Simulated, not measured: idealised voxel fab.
This section sets out a process module, namely voxel local oxidation.
FYI the section here is cut, 255 nm wide, cells are 5 nm squares.
We lay out every cross-section as a grid of square cells and spell it out in bands from the top down, where one band means one or more rows of cells. For a band, the entry starts with two heights in nm, that of the top and then that of the bottom, and carries on with the band's materials in order from left to right, each alongside its width in nm; the word "full width" beside a single material means it fills the band edge to edge, and "blank" means empty space. Heights from 0 (as-received wafer is one material below). Bottom band endless downward, as "0..down". The two numbers in a width such as "30->40" mark its ends across the band: the first belongs to the top row of cells, the second to the bottom row, and from each row to the next the width moves by the same amount. Step note "everything unchanged" = no cross-section cell changed. Look at "Non-vented voids" for the closed voids: empty spaces with no open path to the top, sized 8 cells or up. Each is width x height at distance, distance from the left edge, all nm. Step line, after settings: the simulator's comment on this step. overlay nm: on a step with a mask, how far right of its planned place the mask lay; negative means left.

The process steps that were planned are listed below
1: op RECEIVE | material Si
2: op CONFORMAL_DEP | material SiO2 | thk nm 5
3: op CONFORMAL_DEP | material SiN | thk nm 15
4: op PATTERN | tone cover | mask id ACTIVE | material resist | width nm 115 | thk nm 15 | overlay nm -15
5: op DIRECTIONAL_ETCH | etch materials SiN | depth nm 15
6: op STRIP | etch materials resist
7: op SELECTIVE_ETCH | etch materials SiO2 | depth nm 5
8: op OXIDIZE | depth nm 15
9: op STRIP | etch materials SiN
The wafers in this document start out alike and differ in the overlay nm applied at step 4; the plan shows the value used for the first wafer.

Sectional view: first of several wafers, as received, after step 1
	0..down = Si full width
	Non-vented voids: none

Per wafer, end of module: cells gained (+) or lost (-) per material since receipt, then closed voids
overlay nm -15, -108 Si, +129 SiO2, Non-vented voids: none
overlay nm -10, -108 Si, +129 SiO2, Non-vented voids: none
overlay nm -5, -108 Si, +129 SiO2, Non-vented voids: none
overlay nm 0, -108 Si, +129 SiO2, Non-vented voids: none
overlay nm 5, -108 Si, +129 SiO2, Non-vented voids: none
overlay nm 10, -108 Si, +129 SiO2, Non-vented voids: none
overlay nm 15, -108 Si, +129 SiO2, Non-vented voids: none
